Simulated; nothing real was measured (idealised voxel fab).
Module name: voxel wiring stack (process module)
Cross-section cut spans 255 nm and uses square cells 5 nm in size.
Bands, listed from the top down, are how a cross-section gets written in this document; the cross-section itself is a grid of square cells, and a band is one or more rows of them.
First you get the band's top height and its bottom height, in nm, and then the materials it's made of, left to right, with each width in nm. If you see a single material with "all across", that one covers the band edge to edge. "air" is empty space.
Heads up on the height convention: 0 is the point under which the incoming wafer is all one material, and the lowest band has no bottom, it just keeps going down, like "0 -> down".
The width entry "30 to 40" should be interpreted row by row: the top row of cells in the band takes the first number, the bottom row takes the second number, and the change between adjacent rows is uniform throughout.
"no alteration", as given for a step, is the statement that not any cell of the cross-section underwent a change during that step.
The entry titled "Completely enclosed voids" provides the empty spaces that have no open way to the top, restricted to those of 8 cells or more. Each is presented as width x height at distance, the distance being measured from the left edge, with all three in nm.
Heads up: the bit after the settings on a step's line is the simulator's remark on that step.
Among the settings permitted on a step's line is "overlay nm"; applied to a step with a mask, it specifies the extent to which the mask lay to the right of its planned position, whereas a negative figure signifies a position to the left.
PLANNED STEP LIST FOR THE PROCESS
1. RECEIVE: material Si
2. CONFORMAL_DEP: material SiO2, thk nm 15
3. DIRECTIONAL_DEP: material TiN, thk nm 5
4. DIRECTIONAL_DEP: material W, thk nm 15
5. DIRECTIONAL_DEP: material aC, thk nm 10
6. PATTERN: tone cover, mask id METAL_1, material resist, width nm 30, pitch nm 50, thk nm 25, overlay nm 0
7. DIRECTIONAL_ETCH: etch materials aC, depth nm 10
8. STRIP: etch materials resist
9. DIRECTIONAL_ETCH: etch materials W, depth nm 15
10. DIRECTIONAL_ETCH: etch materials TiN, depth nm 5
11. STRIP: etch materials aC
12. FILL_DEP: material SiO2, thk nm 10
13. CMP: height nm 35
14. CONFORMAL_DEP: material SiCN, thk nm 5
15. DIRECTIONAL_DEP: material lowk, thk nm 10
16. PATTERN: tone open, mask id PLUG_1, material resist, width nm 15, pitch nm 50, thk nm 20, overlay nm 0
17. DIRECTIONAL_ETCH: etch materials lowk, depth nm 10
18. DIRECTIONAL_ETCH: etch materials SiCN, depth nm 5
19. STRIP: etch materials resist
20. CONFORMAL_DEP: material TiN, thk nm 5
21. FILL_DEP: material Ru, thk nm 5
22. CMP: height nm 50
23. DIRECTIONAL_DEP: material TiN, thk nm 5
24. DIRECTIONAL_DEP: material Ru, thk nm 15
25. DIRECTIONAL_DEP: material aC, thk nm 10
26. PATTERN: tone cover, mask id METAL_2, material resist, width nm 30, pitch nm 50, thk nm 25, overlay nm 0
27. DIRECTIONAL_ETCH: etch materials aC, depth nm 10
28. STRIP: etch materials resist
29. DIRECTIONAL_ETCH: etch materials Ru, depth nm 15
30. DIRECTIONAL_ETCH: etch materials TiN, depth nm 5
31. STRIP: etch materials aC
32. CONFORMAL_DEP: material SiCN, thk nm 5
33. FILL_DEP: material lowk, thk nm 10
34. CMP: height nm 70
35. CONFORMAL_DEP: material SiCN, thk nm 5
DELIVERED WAFER IN CROSS-SECTION: STATE AFTER STEP 1
    0 -> down = Si all across
    Completely enclosed voids: none
THE FIRST OF TWO WAFERS, CROSS-SECTIONED AT THE END OF THE MODULE, WITH THE RUN PROCEEDING AS PLANNED
    75 -> 70 = SiCN all across
    70 -> 55 = lowk 30 nm, then SiCN 5 nm, then Ru 30 nm, then SiCN 5 nm, then lowk 10 nm, then SiCN 5 nm, then Ru 30 nm, then SiCN 5 nm, then lowk 10 nm, then SiCN 5 nm, then Ru 30 nm, then SiCN 5 nm, then lowk 10 nm, then SiCN 5 nm, then Ru 30 nm, then SiCN 5 nm, then lowk 35 nm
    55 -> 50 = SiCN 35 nm, then TiN 30 nm, then SiCN 20 nm, then TiN 30 nm, then SiCN 20 nm, then TiN 30 nm, then SiCN 20 nm, then TiN 30 nm, then SiCN 40 nm
    50 -> 40 = lowk 35 nm, then TiN 5 nm, then Ru 5 nm, then TiN 5 nm, then lowk 35 nm, then TiN 5 nm, then Ru 5 nm, then TiN 5 nm, then lowk 35 nm, then TiN 5 nm, then Ru 5 nm, then TiN 5 nm, then lowk 35 nm, then TiN 5 nm, then Ru 5 nm, then TiN 5 nm, then lowk 55 nm
    40 -> 35 = SiCN 35 nm, then TiN 15 nm, then SiCN 35 nm, then TiN 15 nm, then SiCN 35 nm, then TiN 15 nm, then SiCN 35 nm, then TiN 15 nm, then SiCN 55 nm
    35 -> 20 = SiO2 35 nm, then W 30 nm, then SiO2 20 nm, then W 30 nm, then SiO2 20 nm, then W 30 nm, then SiO2 20 nm, then W 30 nm, then SiO2 40 nm
    20 -> 15 = SiO2 35 nm, then TiN 30 nm, then SiO2 20 nm, then TiN 30 nm, then SiO2 20 nm, then TiN 30 nm, then SiO2 20 nm, then TiN 30 nm, then SiO2 40 nm
    15 -> 0 = SiO2 all across
    0 -> down = Si all across
    Completely enclosed voids: none
SECOND WAFER THROUGH THE MODULE, SECTIONED AT THE END: SAME BEGINNING AND SAME PLAN AS THE FIRST WAFER, WITH ONE MISTAKE IN CARRYING IT OUT
    75 -> 70 = SiCN all across
    70 -> 55 = lowk 30 nm, then SiCN 5 nm, then Ru 30 nm, then SiCN 5 nm, then lowk 10 nm, then SiCN 5 nm, then Ru 30 nm, then SiCN 5 nm, then lowk 10 nm, then SiCN 5 nm, then Ru 30 nm, then SiCN 5 nm, then lowk 10 nm, then SiCN 5 nm, then Ru 30 nm, then SiCN 5 nm, then lowk 35 nm
    55 -> 50 = SiCN 35 nm, then TiN 30 nm, then SiCN 20 nm, then TiN 30 nm, then SiCN 20 nm, then TiN 30 nm, then SiCN 20 nm, then TiN 30 nm, then SiCN 40 nm
    50 -> 40 = lowk 35 nm, then TiN 5 nm, then Ru 5 nm, then TiN 5 nm, then lowk 35 nm, then TiN 5 nm, then Ru 5 nm, then TiN 5 nm, then lowk 35 nm, then TiN 5 nm, then Ru 5 nm, then TiN 5 nm, then lowk 35 nm, then TiN 5 nm, then Ru 5 nm, then TiN 5 nm, then lowk 55 nm
    40 -> 35 = SiCN 35 nm, then TiN 15 nm, then SiCN 35 nm, then TiN 15 nm, then SiCN 35 nm, then TiN 15 nm, then SiCN 35 nm, then TiN 15 nm, then SiCN 55 nm
    35 -> 20 = SiO2 35 nm, then W 30 nm, then SiO2 20 nm, then W 30 nm, then SiO2 20 nm, then W 30 nm, then SiO2 20 nm, then W 30 nm, then SiO2 40 nm
    20 -> 5 = SiO2 all across
    5 -> 0 = TiN all across
    0 -> down = Si all across
    Completely enclosed voids: none
Diagnosis: the processing plan was not followed for steps 2 and 3, which were run with their positions exchanged
Once processing is complete, comparing cell counts shows that the second wafer has more or fewer of certain materials than the first: SiO2: 27 fewer; TiN: 27 more
